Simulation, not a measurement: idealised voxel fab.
Process module name: voxel wiring stack
Cross-section cut: width 210 nm, square cells of 5 nm.
In what follows, cross-sections appear as grids of square cells, described through bands that run from the top down, where every band is one or more rows of cells. Look at the band entry: it leads with the top's height and the bottom's height in nm. Then it lists the materials left to right, with a width in nm for each. The word "everywhere" on a single material says that material fills the band edge to edge. The word "blank" is empty space. Note: height 0 marks the level under which the wafer is uniformly one material as received. Lowest band unbounded below, written "0 and below". A width given as "30 to 40" starts at the first number in the band's top row and ends at the second number in its bottom row, shifting by an equal amount at every step from row to row. Basically "nothing altered" means that step didn't change any cell in the cross-section. Entry "Tabulated closed voids" = empty spaces >= 8 cells with no open way to the top; each as width x height at distance, distance from left edge, all nm. On a step's line, text after the settings is the simulator commenting on that step. Each step line may optionally specify "overlay nm", which for a step with a mask gives the rightward distance between the mask's planned place and where it lay, a negative value indicating the leftward direction.

### The steps planned for the process are as follows
step 1: RECEIVE,material Si
step 2: CONFORMAL_DEP,material SiO2,thk nm 10
step 3: CONFORMAL_DEP,material SiN,thk nm 5
step 4: DIRECTIONAL_DEP,material SiO2,thk nm 25
step 5: DIRECTIONAL_DEP,material aC,thk nm 10
step 6: PATTERN,tone open,mask id METAL_1,material resist,width nm 25,pitch nm 50,thk nm 30,overlay nm 0
step 7: DIRECTIONAL_ETCH,etch materials aC,depth nm 10
step 8: STRIP,etch materials resist
step 9: DIRECTIONAL_ETCH,etch materials SiO2,depth nm 25
step 10: DIRECTIONAL_ETCH,etch materials SiN,depth nm 5
step 11: STRIP,etch materials aC
step 12: CONFORMAL_DEP,material TiN,thk nm 5
step 13: FILL_DEP,material Cu,thk nm 5
step 14: CMP,height nm 40
step 15: CONFORMAL_DEP,material SiCN,thk nm 5
step 16: DIRECTIONAL_DEP,material SiO2,thk nm 25
step 17: MASKED_ETCH,tone open,mask id METAL_2_HOLES,width nm 15,pitch nm 50,etch materials SiO2,depth nm 25,overlay nm 0
step 18: MASKED_ETCH,tone open,mask id METAL_2,width nm 25,pitch nm 50,etch materials SiO2,depth nm 15,overlay nm 0
step 19: MASKED_ETCH,tone open,mask id METAL_2,width nm 25,pitch nm 50,etch materials SiCN,depth nm 5,overlay nm 0
step 20: CONFORMAL_DEP,material TiN,thk nm 5
step 21: FILL_DEP,material Cu,thk nm 10
step 22: CMP,height nm 70
step 23: CONFORMAL_DEP,material SiCN,thk nm 5
step 24: DIRECTIONAL_DEP,material lowk,thk nm 35
step 25: PATTERN,tone open,mask id METAL_3,material resist,width nm 25,pitch nm 50,thk nm 15,overlay nm 0
step 26: DIRECTIONAL_ETCH,etch materials lowk,depth nm 20
step 27: STRIP,etch materials resist
step 28: DIRECTIONAL_DEP,material aC,thk nm 15
step 29: PATTERN,tone open,mask id METAL_3_HOLES,material resist,width nm 15,pitch nm 50,thk nm 35,overlay nm 0
step 30: DIRECTIONAL_ETCH,etch materials aC,depth nm 15
step 31: STRIP,etch materials resist
step 32: DIRECTIONAL_ETCH,etch materials lowk,depth nm 15
step 33: DIRECTIONAL_ETCH,etch materials SiCN,depth nm 5
step 34: STRIP,etch materials aC
step 35: CONFORMAL_DEP,material TiN,thk nm 5
step 36: FILL_DEP,material Cu,thk nm 5
step 37: CMP,height nm 110
step 38: CONFORMAL_DEP,material SiN,thk nm 5

### Cross-section of the incoming wafer, state after step 1
- 0 and below = Si everywhere
- Tabulated closed voids: none

### Result of the module, cross-sectioned: start per above, plan per above, one error in how it was run
- 115 down to 110 = SiN everywhere
- 110 down to 105 = SiCN=15 | TiN=15 | SiCN=35 | TiN=15 | SiCN=35 | TiN=15 | SiCN=35 | TiN=15 | SiCN=30
- 105 down to 70 = SiCN everywhere
- 70 down to 60 = SiO2=15 | TiN=5 | Cu=15 | TiN=5 | SiO2=25 | TiN=5 | Cu=15 | TiN=5 | SiO2=25 | TiN=5 | Cu=15 | TiN=5 | SiO2=25 | TiN=5 | Cu=15 | TiN=5 | SiO2=20
- 60 down to 55 = SiO2=15 | TiN=5 | Cu=5 | TiN=15 | SiO2=25 | TiN=5 | Cu=5 | TiN=15 | SiO2=25 | TiN=5 | Cu=5 | TiN=15 | SiO2=25 | TiN=5 | Cu=5 | TiN=15 | SiO2=20
- 55 down to 45 = SiO2=15 | TiN=5 | Cu=5 | TiN=5 | SiO2=35 | TiN=5 | Cu=5 | TiN=5 | SiO2=35 | TiN=5 | Cu=5 | TiN=5 | SiO2=35 | TiN=5 | Cu=5 | TiN=5 | SiO2=30
- 45 down to 40 = SiCN=15 | TiN=15 | SiCN=35 | TiN=15 | SiCN=35 | TiN=15 | SiCN=35 | TiN=15 | SiCN=30
- 40 down to 15 = SiO2=15 | TiN=5 | Cu=15 | TiN=5 | SiO2=25 | TiN=5 | Cu=15 | TiN=5 | SiO2=25 | TiN=5 | Cu=15 | TiN=5 | SiO2=25 | TiN=5 | Cu=15 | TiN=5 | SiO2=20
- 15 down to 10 = SiN=15 | TiN=25 | SiN=25 | TiN=25 | SiN=25 | TiN=25 | SiN=25 | TiN=25 | SiN=20
- 10 down to 0 = SiO2 everywhere
- 0 and below = Si everywhere
- Tabulated closed voids: none
Finding, execution versus plan: note that step 24 departed from the planned setting and was carried out as DIRECTIONAL_DEP,material SiCN,thk nm 35
